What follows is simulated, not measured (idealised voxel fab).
Process module under the name voxel trench capacitor
Section shown: cut. Width: 215 nm. Cell size: 5 nm, square.
A cross-section is written here as square cells arranged in a grid, and it is given in bands from the top down, each band taking up one or more rows of cells. In this notation a band is specified by the heights of its top and bottom, in that order and in nm, after which its materials appear from left to right, each paired with its width in nm. The word "full width" attached to a single material means that material fills the band from edge to edge; the word "blank" stands for empty space. For the purposes of this specification, 0 denotes the height below which the wafer in its as-received condition is composed wholly of one material, and the lowermost band, lacking a lower limit, extends downward without end, as expressed in "from 0 down". Top row gets the first number, bottom row gets the second, and each row in between changes by the same step: that is how a band width like "30->40" works. Any step labelled "no change occurred" changed none of the cells in the cross-section. Closed-off voids of 8+ cells (no open route to the top) go in "Entrapped voids", written width x height at distance from the left edge, in nm. Note: text after step settings on the step line = simulator remark on that step. "overlay nm" answers the question of how far to the right of plan the mask lay on a step that has a mask, and when it is negative the answer is to the left.

## Process steps (planned)
step 1: op RECEIVE | material Si
step 2: op CONFORMAL_DEP | material SiN | thk nm 10
step 3: op DIRECTIONAL_DEP | material aC | thk nm 15
step 4: op PATTERN | tone open | mask id TRENCH | material resist | width nm 30 | pitch nm 50 | thk nm 30 | overlay nm 0
step 5: op DIRECTIONAL_ETCH | etch materials aC | depth nm 15
step 6: op STRIP | etch materials resist
step 7: op DIRECTIONAL_ETCH | etch materials SiN | depth nm 10
step 8: op DIRECTIONAL_ETCH | etch materials Si | depth nm 35
step 9: op STRIP | etch materials aC
step 10: op CONFORMAL_DEP | material HfO2 | thk nm 5
step 11: op CONFORMAL_DEP | material TiN | thk nm 5
step 12: op FILL_DEP | material W | thk nm 10
step 13: op CMP | height nm 10

## First out of two wafers; run went to plan

## As-received state of the wafer in cross-section, equivalent to post-step 1
  from 0 down | Si full width
  Entrapped voids: none

## Cross-section: wafer state after step 2
  from 10 to 0 | SiN full width
  Everything below 0 is unchanged.

## Cross-section: wafer state after step 3
  from 25 to 10 | aC full width
  Everything below 10 is unchanged.

## Cross-section: wafer state after step 4
  from 55 to 25 | 15 resist, 30 blank, 20 resist, 30 blank, 20 resist, 30 blank, 20 resist, 30 blank, 20 resist
  Everything below 25 is unchanged.

## Cross-section: wafer state after step 5
  from 40 to 25 | 15 resist, 30 blank, 20 resist, 30 blank, 20 resist, 30 blank, 20 resist, 30 blank, 20 resist
  from 25 to 10 | 15 aC, 30 blank, 20 aC, 30 blank, 20 aC, 30 blank, 20 aC, 30 blank, 20 aC
  Everything below 10 is unchanged.

## Cross-section: wafer state after step 6
  from 25 to 10 | 15 aC, 30 blank, 20 aC, 30 blank, 20 aC, 30 blank, 20 aC, 30 blank, 20 aC
  Everything below 10 is unchanged.

## Cross-section: wafer state after step 7
  from 25 to 10 | 15 aC, 30 blank, 20 aC, 30 blank, 20 aC, 30 blank, 20 aC, 30 blank, 20 aC
  from 10 to 0 | 15 SiN, 30 blank, 20 SiN, 30 blank, 20 SiN, 30 blank, 20 SiN, 30 blank, 20 SiN
  Everything below 0 is unchanged.

## Cross-section: wafer state after step 8
  from 25 to 10 | 15 aC, 30 blank, 20 aC, 30 blank, 20 aC, 30 blank, 20 aC, 30 blank, 20 aC
  from 10 to 0 | 15 SiN, 30 blank, 20 SiN, 30 blank, 20 SiN, 30 blank, 20 SiN, 30 blank, 20 SiN
  from 0 to -35 | 15 Si, 30 blank, 20 Si, 30 blank, 20 Si, 30 blank, 20 Si, 30 blank, 20 Si
  Everything below -35 is unchanged.

## Cross-section: wafer state after step 9
  from 10 to 0 | 15 SiN, 30 blank, 20 SiN, 30 blank, 20 SiN, 30 blank, 20 SiN, 30 blank, 20 SiN
  Everything below 0 is unchanged.

## Cross-section: wafer state after step 10
  from 15 to 10 | 20 HfO2, 20 blank, 30 HfO2, 20 blank, 30 HfO2, 20 blank, 30 HfO2, 20 blank, 25 HfO2
  from 10 to 0 | 15 SiN, 5 HfO2, 20 blank, 5 HfO2, 20 SiN, 5 HfO2, 20 blank, 5 HfO2, 20 SiN, 5 HfO2, 20 blank, 5 HfO2, 20 SiN, 5 HfO2, 20 blank, 5 HfO2, 20 SiN
  from 0 to -30 | 15 Si, 5 HfO2, 20 blank, 5 HfO2, 20 Si, 5 HfO2, 20 blank, 5 HfO2, 20 Si, 5 HfO2, 20 blank, 5 HfO2, 20 Si, 5 HfO2, 20 blank, 5 HfO2, 20 Si
  from -30 to -35 | 15 Si, 30 HfO2, 20 Si, 30 HfO2, 20 Si, 30 HfO2, 20 Si, 30 HfO2, 20 Si
  Everything below -35 is unchanged.

## Cross-section: wafer state after step 11
  from 20 to 15 | 25 TiN, 10 blank, 40 TiN, 10 blank, 40 TiN, 10 blank, 40 TiN, 10 blank, 30 TiN
  from 15 to 10 | 20 HfO2, 5 TiN, 10 blank, 5 TiN, 30 HfO2, 5 TiN, 10 blank, 5 TiN, 30 HfO2, 5 TiN, 10 blank, 5 TiN, 30 HfO2, 5 TiN, 10 blank, 5 TiN, 25 HfO2
  from 10 to 0 | 15 SiN, 5 HfO2, 5 TiN, 10 blank, 5 TiN, 5 HfO2, 20 SiN, 5 HfO2, 5 TiN, 10 blank, 5 TiN, 5 HfO2, 20 SiN, 5 HfO2, 5 TiN, 10 blank, 5 TiN, 5 HfO2, 20 SiN, 5 HfO2, 5 TiN, 10 blank, 5 TiN, 5 HfO2, 20 SiN
  from 0 to -25 | 15 Si, 5 HfO2, 5 TiN, 10 blank, 5 TiN, 5 HfO2, 20 Si, 5 HfO2, 5 TiN, 10 blank, 5 TiN, 5 HfO2, 20 Si, 5 HfO2, 5 TiN, 10 blank, 5 TiN, 5 HfO2, 20 Si, 5 HfO2, 5 TiN, 10 blank, 5 TiN, 5 HfO2, 20 Si
  from -25 to -30 | 15 Si, 5 HfO2, 20 TiN, 5 HfO2, 20 Si, 5 HfO2, 20 TiN, 5 HfO2, 20 Si, 5 HfO2, 20 TiN, 5 HfO2, 20 Si, 5 HfO2, 20 TiN, 5 HfO2, 20 Si
  Everything below -30 is unchanged.

## Cross-section: wafer state after step 12
  from 30 to 20 | W full width
  from 20 to 15 | 25 TiN, 10 W, 40 TiN, 10 W, 40 TiN, 10 W, 40 TiN, 10 W, 30 TiN
  from 15 to 10 | 20 HfO2, 5 TiN, 10 W, 5 TiN, 30 HfO2, 5 TiN, 10 W, 5 TiN, 30 HfO2, 5 TiN, 10 W, 5 TiN, 30 HfO2, 5 TiN, 10 W, 5 TiN, 25 HfO2
  from 10 to 0 | 15 SiN, 5 HfO2, 5 TiN, 10 W, 5 TiN, 5 HfO2, 20 SiN, 5 HfO2, 5 TiN, 10 W, 5 TiN, 5 HfO2, 20 SiN, 5 HfO2, 5 TiN, 10 W, 5 TiN, 5 HfO2, 20 SiN, 5 HfO2, 5 TiN, 10 W, 5 TiN, 5 HfO2, 20 SiN
  from 0 to -25 | 15 Si, 5 HfO2, 5 TiN, 10 W, 5 TiN, 5 HfO2, 20 Si, 5 HfO2, 5 TiN, 10 W, 5 TiN, 5 HfO2, 20 Si, 5 HfO2, 5 TiN, 10 W, 5 TiN, 5 HfO2, 20 Si, 5 HfO2, 5 TiN, 10 W, 5 TiN, 5 HfO2, 20 Si
  Everything below -25 is unchanged.

## Cross-section: wafer state after step 13
  from 10 to 0 | 15 SiN, 5 HfO2, 5 TiN, 10 W, 5 TiN, 5 HfO2, 20 SiN, 5 HfO2, 5 TiN, 10 W, 5 TiN, 5 HfO2, 20 SiN, 5 HfO2, 5 TiN, 10 W, 5 TiN, 5 HfO2, 20 SiN, 5 HfO2, 5 TiN, 10 W, 5 TiN, 5 HfO2, 20 SiN
  Everything below 0 is unchanged.

## For the second wafer, take the first wafer's start and plan, then add one mistake made in running it; everything through step 3, that step included, is shared with the first

## Cross-sectional view of the second wafer at the intended end time of process step 4
  from 55 to 25 | 15 blank, 30 resist, 20 blank, 30 resist, 20 blank, 30 resist, 20 blank, 30 resist, 20 blank
  Everything below 25 is unchanged.

## Cross-sectional view of the second wafer at the intended end time of process step 5
  from 40 to 25 | 15 blank, 30 resist, 20 blank, 30 resist, 20 blank, 30 resist, 20 blank, 30 resist, 20 blank
  from 25 to 10 | 15 blank, 30 aC, 20 blank, 30 aC, 20 blank, 30 aC, 20 blank, 30 aC, 20 blank
  Everything below 10 is unchanged.

## Cross-sectional view of the second wafer at the intended end time of process step 6
  from 25 to 10 | 15 blank, 30 aC, 20 blank, 30 aC, 20 blank, 30 aC, 20 blank, 30 aC, 20 blank
  Everything below 10 is unchanged.

## Cross-sectional view of the second wafer at the intended end time of process step 7
  from 25 to 10 | 15 blank, 30 aC, 20 blank, 30 aC, 20 blank, 30 aC, 20 blank, 30 aC, 20 blank
  from 10 to 0 | 15 blank, 30 SiN, 20 blank, 30 SiN, 20 blank, 30 SiN, 20 blank, 30 SiN, 20 blank
  Everything below 0 is unchanged.

## Cross-sectional view of the second wafer at the intended end time of process step 8
  from 25 to 10 | 15 blank, 30 aC, 20 blank, 30 aC, 20 blank, 30 aC, 20 blank, 30 aC, 20 blank
  from 10 to 0 | 15 blank, 30 SiN, 20 blank, 30 SiN, 20 blank, 30 SiN, 20 blank, 30 SiN, 20 blank
  from 0 to -35 | 15 blank, 30 Si, 20 blank, 30 Si, 20 blank, 30 Si, 20 blank, 30 Si, 20 blank
  Everything below -35 is unchanged.

## Cross-sectional view of the second wafer at the intended end time of process step 9
  from 10 to 0 | 15 blank, 30 SiN, 20 blank, 30 SiN, 20 blank, 30 SiN, 20 blank, 30 SiN, 20 blank
  Everything below 0 is unchanged.

## Cross-sectional view of the second wafer at the intended end time of process step 10
  from 15 to 10 | 10 blank, 40 HfO2, 10 blank, 40 HfO2, 10 blank, 40 HfO2, 10 blank, 40 HfO2, 15 blank
  from 10 to 0 | 10 blank, 5 HfO2, 30 SiN, 5 HfO2, 10 blank, 5 HfO2, 30 SiN, 5 HfO2, 10 blank, 5 HfO2, 30 SiN, 5 HfO2, 10 blank, 5 HfO2, 30 SiN, 5 HfO2, 15 blank
  from 0 to -30 | 10 blank, 5 HfO2, 30 Si, 5 HfO2, 10 blank, 5 HfO2, 30 Si, 5 HfO2, 10 blank, 5 HfO2, 30 Si, 5 HfO2, 10 blank, 5 HfO2, 30 Si, 5 HfO2, 15 blank
  from -30 to -35 | 15 HfO2, 30 Si, 20 HfO2, 30 Si, 20 HfO2, 30 Si, 20 HfO2, 30 Si, 20 HfO2
  Everything below -35 is unchanged.

## Cross-sectional view of the second wafer at the intended end time of process step 11
  from 20 to 15 | 5 blank, 200 TiN, 10 blank
  from 15 to 10 | 5 blank, 5 TiN, 40 HfO2, 10 TiN, 40 HfO2, 10 TiN, 40 HfO2, 10 TiN, 40 HfO2, 5 TiN, 10 blank
  from 10 to 0 | 5 blank, 5 TiN, 5 HfO2, 30 SiN, 5 HfO2, 10 TiN, 5 HfO2, 30 SiN, 5 HfO2, 10 TiN, 5 HfO2, 30 SiN, 5 HfO2, 10 TiN, 5 HfO2, 30 SiN, 5 HfO2, 5 TiN, 10 blank
  from 0 to -25 | 5 blank, 5 TiN, 5 HfO2, 30 Si, 5 HfO2, 10 TiN, 5 HfO2, 30 Si, 5 HfO2, 10 TiN, 5 HfO2, 30 Si, 5 HfO2, 10 TiN, 5 HfO2, 30 Si, 5 HfO2, 5 TiN, 10 blank
  from -25 to -30 | 10 TiN, 5 HfO2, 30 Si, 5 HfO2, 10 TiN, 5 HfO2, 30 Si, 5 HfO2, 10 TiN, 5 HfO2, 30 Si, 5 HfO2, 10 TiN, 5 HfO2, 30 Si, 5 HfO2, 15 TiN
  Everything below -30 is unchanged.

## Cross-sectional view of the second wafer at the intended end time of process step 12
  from 30 to 20 | W full width
  from 20 to 15 | 5 W, 200 TiN, 10 W
  from 15 to 10 | 5 W, 5 TiN, 40 HfO2, 10 TiN, 40 HfO2, 10 TiN, 40 HfO2, 10 TiN, 40 HfO2, 5 TiN, 10 W
  from 10 to 0 | 5 W, 5 TiN, 5 HfO2, 30 SiN, 5 HfO2, 10 TiN, 5 HfO2, 30 SiN, 5 HfO2, 10 TiN, 5 HfO2, 30 SiN, 5 HfO2, 10 TiN, 5 HfO2, 30 SiN, 5 HfO2, 5 TiN, 10 W
  from 0 to -25 | 5 W, 5 TiN, 5 HfO2, 30 Si, 5 HfO2, 10 TiN, 5 HfO2, 30 Si, 5 HfO2, 10 TiN, 5 HfO2, 30 Si, 5 HfO2, 10 TiN, 5 HfO2, 30 Si, 5 HfO2, 5 TiN, 10 W
  Everything below -25 is unchanged.

## Cross-sectional view of the second wafer at the intended end time of process step 13
  from 10 to 0 | 5 W, 5 TiN, 5 HfO2, 30 SiN, 5 HfO2, 10 TiN, 5 HfO2, 30 SiN, 5 HfO2, 10 TiN, 5 HfO2, 30 SiN, 5 HfO2, 10 TiN, 5 HfO2, 30 SiN, 5 HfO2, 5 TiN, 10 W
  Everything below 0 is unchanged.
Which mistake was made when the wafer was run? step 4 ran as: op PATTERN | tone cover | mask id TRENCH | material resist | width nm 30 | pitch nm 50 | thk nm 30 | overlay nm 0
Final tally in cells, some materials are higher or lower on the second wafer than on the first: HfO2: 5 fewer; Si: 35 more; SiN: 10 more; TiN: 5 fewer; W: 35 fewer
